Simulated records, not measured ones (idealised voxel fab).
Name of the process module below: voxel self aligned vias
250 nm wide, 5 nm square cells: that's cross-section cut.
Square cells in a grid make up a cross-section in this document, and the grid is given as bands, listed from the top down, each one or more rows of cells.
Look at the band entry: it leads with the top's height and the bottom's height in nm. Then it lists the materials left to right, with a width in nm for each. The word "edge to edge" on a single material says that material fills the band edge to edge. The word "empty" is empty space.
Heights are expressed relative to 0, this being the level below which the as-received wafer comprises one material exclusively. The lowest band is unbounded in the downward direction and is denoted as in "from 0 down".
Width "30->40": first value at the band's top row of cells, second value at its bottom row, equal change from row to row.
"stayed the same" means the step left every cell of the cross-section as it was.
Any empty space of 8 cells or more lacking an open way to the top shows up in "Voids lacking openings" as width x height at distance, distance from the left edge, in nm.
The remark found on a step's line after its settings is issued by the simulator itself and pertains to that step.
"overlay nm", when on a step's line for a step with a mask, measures how far to the right of its planned place the mask lay; a negative measure means to the left.
Process steps (planned)
1. RECEIVE with material Si
2. CONFORMAL_DEP with material SiO2, thk nm 15
3. CONFORMAL_DEP with material SiCN, thk nm 5
4. DIRECTIONAL_DEP with material SiO2, thk nm 20
5. MASKED_ETCH with tone open, mask id LINES, width nm 20, pitch nm 60, etch materials SiO2, depth nm 20, overlay nm 0
6. CONFORMAL_DEP with material TiN, thk nm 5
7. FILL_DEP with material Ru, thk nm 5
8. CMP with height nm 40
9. SELECTIVE_ETCH with etch materials W Ru TiN, depth nm 10
10. FILL_DEP with material SiN, thk nm 5
11. CMP with height nm 40
12. DIRECTIONAL_DEP with material SiO2, thk nm 15
13. PATTERN with tone open, mask id VIAS, material resist, width nm 30, pitch nm 120, thk nm 20, overlay nm 0
14. DIRECTIONAL_ETCH with etch materials SiO2, depth nm 15
15. DIRECTIONAL_ETCH with etch materials SiN, depth nm 10
16. STRIP with etch materials resist
17. CONFORMAL_DEP with material TiN, thk nm 5
18. FILL_DEP with material Ru, thk nm 10
19. CMP with height nm 55
20. CONFORMAL_DEP with material SiN, thk nm 5
Shown in cross-section is the wafer as received, that is, as it stands after step 1
- from 0 down | Si edge to edge
- Voids lacking openings: none
The cross-section shown corresponds to the wafer at the conclusion of the module. The initial structure and the process plan are those presented above; however, one mistake occurred in executing the plan
- from 75 to 70 | SiN edge to edge
- from 70 to 60 | Ru edge to edge
- from 60 to 55 | 55 nm TiN; 20 nm Ru; 100 nm TiN; 20 nm Ru; 55 nm TiN
- from 55 to 45 | 50 nm SiO2; 5 nm TiN; 20 nm Ru; 5 nm TiN; 90 nm SiO2; 5 nm TiN; 20 nm Ru; 5 nm TiN; 50 nm SiO2
- from 45 to 40 | 50 nm SiO2; 10 nm TiN; 10 nm Ru; 10 nm TiN; 90 nm SiO2; 10 nm TiN; 10 nm Ru; 10 nm TiN; 50 nm SiO2
- from 40 to 35 | 55 nm SiO2; 5 nm TiN; 10 nm Ru; 5 nm TiN; 40 nm SiO2; 20 nm SiN; 40 nm SiO2; 5 nm TiN; 10 nm Ru; 5 nm TiN; 55 nm SiO2
- from 35 to 30 | 55 nm SiO2; 20 nm TiN; 40 nm SiO2; 20 nm SiN; 40 nm SiO2; 20 nm TiN; 55 nm SiO2
- from 30 to 25 | 55 nm SiO2; 5 nm TiN; 10 nm Ru; 5 nm TiN; 40 nm SiO2; 5 nm TiN; 10 nm Ru; 5 nm TiN; 40 nm SiO2; 5 nm TiN; 10 nm Ru; 5 nm TiN; 55 nm SiO2
- from 25 to 20 | 55 nm SiO2; 20 nm TiN; 40 nm SiO2; 20 nm TiN; 40 nm SiO2; 20 nm TiN; 55 nm SiO2
- from 20 to 15 | SiCN edge to edge
- from 15 to 0 | SiO2 edge to edge
- from 0 down | Si edge to edge
- Voids lacking openings: none
Finding, execution versus plan: yeah, step 19 of the plan got skipped, never ran
